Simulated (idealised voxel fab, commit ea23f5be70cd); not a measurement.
Module name: voxel plated lines (process module)
In the cross-section labelled cut, the width is 255 nm and each square cell is 5 nm.
Cross-section, as written here: a square-cell grid given band by band from the top down, where a band holds one or more rows of cells. Per band: top height and bottom height in nm, followed by the left-to-right materials and their widths in nm; "full width" marks a single material spanning edge to edge, "air" marks empty space. Heights are measured from 0, the level below which the as-received wafer is all one material; the lowest band has no bottom and continues downward, written as in "0 down". The notation "30..40" denotes a width that varies across the rows of cells in the band, beginning at the first number in the top row, finishing at the second number in the bottom row, and changing by an identical amount from each row to the next. Key: "no alteration" - step with no changed cell in the cross-section. This entry, "Closed void inventory", enumerates those empty regions of no fewer than 8 cells that possess no open connection to the top. Each region is reported in the form width x height at distance, the distance being taken from the left edge, with all three quantities expressed in nm. On a step's line, text after the settings is the simulator commenting on that step. "overlay nm", when on a step's line for a step with a mask, measures how far to the right of its planned place the mask lay; a negative measure means to the left.

Steps planned for the process:
- 1: RECEIVE,material Si
- 2: CONFORMAL_DEP,material Al2O3,thk nm 10
- 3: DIRECTIONAL_DEP,material TiN,thk nm 5
- 4: PATTERN,tone open,mask id LINES,material resist,width nm 20,pitch nm 50,thk nm 20,overlay nm 0
- 5: EPI,material Ru,thk nm 5
- 6: STRIP,etch materials resist
- 7: DIRECTIONAL_ETCH,etch materials TiN,depth nm 5
- 8: CONFORMAL_DEP,material SiCN,thk nm 5

As-received state of the wafer in cross-section, equivalent to post-step 1:
  0 down = Si full width
  Closed void inventory: none

First wafer of two, sectioned at end of module; run went per plan:
  25 to 20 = air 85; SiCN 30; air 20; SiCN 30; air 90
  20 to 15 = air 85; SiCN 5; Ru 20; SiCN 5; air 20; SiCN 5; Ru 20; SiCN 5; air 90
  15 to 10 = SiCN 90; TiN 20; SiCN 30; TiN 20; SiCN 95
  10 to 0 = Al2O3 full width
  0 down = Si full width
  Closed void inventory: none

Second wafer at the end: like start, like plan, one mistake:
  25 to 20 = air 85; SiCN 30; air 20; SiCN 30; air 90
  20 to 15 = air 85; SiCN 5; Ru 20; SiCN 5; air 20; SiCN 5; Ru 20; SiCN 5; air 90
  15 to 10 = SiCN 90; TiN 20; SiCN 30; TiN 20; SiCN 95
  10 to 0 = TiN full width
  0 down = Si full width
  Closed void inventory: none
Plan not followed: step 2 ran as: CONFORMAL_DEP,material TiN,thk nm 10
Per the end-of-run cell counts, the second wafer holds more or fewer of some materials than the first: 102 fewer of Al2O3 | 102 more of TiN
